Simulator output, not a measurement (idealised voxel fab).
A process module follows: voxel capacitor over wiring.
Square cell edge 5 nm, section width 240 nm, ID cut.
Reading order for cross-sections: top band down to bottom band. Underlying form: a grid of square cells. Band size: one or more rows of cells.
The band entry comprises the height of the band's top followed by the height of its bottom, expressed in nm, and subsequently the band's materials from left to right, each stated together with its width in nm. Where a single material is marked with the word "full width", that material fills the band from edge to edge. The word "air" represents empty space.
Heads up on the height convention: 0 is the point under which the incoming wafer is all one material, and the lowest band has no bottom, it just keeps going down, like "from 0 down".
Width "30..40": first value at the band's top row of cells, second value at its bottom row, equal change from row to row.
Step marked "nothing altered"? Then no cell in the cross-section changed in it.
So "Fully sealed voids" is basically the list of trapped voids: any empty space of 8 cells or more that can't reach the top through an opening. They're written width x height at distance, the distance being from the left edge, and it's all nm.
If you see something after the settings on a step's line, that's the simulator's own remark about that step.
The optional step-line setting "overlay nm" applies to steps with a mask and quantifies how far to the right of its planned location the mask lay, a negative value indicating leftward placement.

Set out below are the planned steps of the process
1,RECEIVE, material Si
2,CONFORMAL_DEP, material SiO2, thk nm 15
3,DIRECTIONAL_DEP, material TiN, thk nm 5
4,DIRECTIONAL_DEP, material Ru, thk nm 15
5,DIRECTIONAL_DEP, material aC, thk nm 10
6,PATTERN, tone cover, mask id METAL_1, material resist, width nm 25, pitch nm 75, thk nm 25, overlay nm 0
7,DIRECTIONAL_ETCH, etch materials aC, depth nm 10
8,STRIP, etch materials resist
9,DIRECTIONAL_ETCH, etch materials Ru, depth nm 15
10,DIRECTIONAL_ETCH, etch materials TiN, depth nm 5
11,STRIP, etch materials aC
12,FILL_DEP, material SiO2, thk nm 10
13,CMP, height nm 35
14,CONFORMAL_DEP, material SiCN, thk nm 5
15,DIRECTIONAL_DEP, material SiO2, thk nm 20
16,MASKED_ETCH, tone open, mask id PLUG_1, width nm 15, etch materials SiO2, depth nm 20, overlay nm 0
17,MASKED_ETCH, tone open, mask id PLUG_1, width nm 15, etch materials SiCN, depth nm 5, overlay nm 0
18,EPI, material Ru, thk nm 10
19,EPI, material Ru, thk nm 10
20,EPI, material Ru, thk nm 5
21,DIRECTIONAL_DEP, material TiN, thk nm 10
22,DIRECTIONAL_DEP, material SiN, thk nm 5
23,DIRECTIONAL_DEP, material TiN, thk nm 10
24,DIRECTIONAL_DEP, material aC, thk nm 15
25,PATTERN, tone cover, mask id UPPER_PLATE, material resist, width nm 55, thk nm 30, overlay nm 0
26,DIRECTIONAL_ETCH, etch materials aC, depth nm 15
27,STRIP, etch materials resist
28,DIRECTIONAL_ETCH, etch materials TiN, depth nm 10
29,DIRECTIONAL_ETCH, etch materials SiN, depth nm 5
30,STRIP, etch materials aC
31,DIRECTIONAL_DEP, material aC, thk nm 15
32,PATTERN, tone cover, mask id LOWER_PLATE, material resist, width nm 65, thk nm 30, overlay nm 0
33,DIRECTIONAL_ETCH, etch materials aC, depth nm 15
34,STRIP, etch materials resist
35,DIRECTIONAL_ETCH, etch materials TiN, depth nm 10
36,STRIP, etch materials aC
37,FILL_DEP, material SiO2, thk nm 15
38,CMP, height nm 95
39,DIRECTIONAL_DEP, material aC, thk nm 10
40,PATTERN, tone open, mask id PLUG_2, material resist, width nm 15, thk nm 30, overlay nm 0
41,DIRECTIONAL_ETCH, etch materials aC, depth nm 10
42,STRIP, etch materials resist
43,DIRECTIONAL_ETCH, etch materials SiO2, depth nm 10
44,STRIP, etch materials aC
45,CONFORMAL_DEP, material TiN, thk nm 5
46,FILL_DEP, material Cu, thk nm 5
47,CMP, height nm 95
48,CONFORMAL_DEP, material SiN, thk nm 5

Cross-section, incoming material, after step 1
	from 0 down = Si full width
	Fully sealed voids: none

Below is the wafer in cross-section after the module was completed. It began from the starting point shown above and followed the plan shown above, except that one mistake was made while running it
	from 100 to 95 = SiN full width
	from 95 to 90 = SiO2 90  TiN 5  Cu 5  TiN 5  SiO2 135
	from 90 to 85 = SiO2 90  TiN 15  SiO2 135
	from 85 to 75 = SiO2 90  TiN 50  SiO2 100
	from 75 to 70 = SiO2 90  SiN 55  SiO2 95
	from 70 to 60 = SiO2 75  TiN 70  SiO2 95
	from 60 to 40 = SiO2 80  Ru 15  SiO2 145
	from 40 to 35 = SiCN 80  Ru 15  SiCN 145
	from 35 to 20 = SiO2 70  Ru 25  SiO2 50  Ru 25  SiO2 70
	from 20 to 15 = SiO2 70  TiN 25  SiO2 50  TiN 25  SiO2 70
	from 15 to 0 = SiO2 full width
	from 0 down = Si full width
	Fully sealed voids: none
Heads up, the wafer didn't run the way we planned it: step 25 was not run as planned; what actually ran was PATTERN, tone cover, mask id UPPER_PLATE, material resist, width nm 55, thk nm 30, overlay nm 10
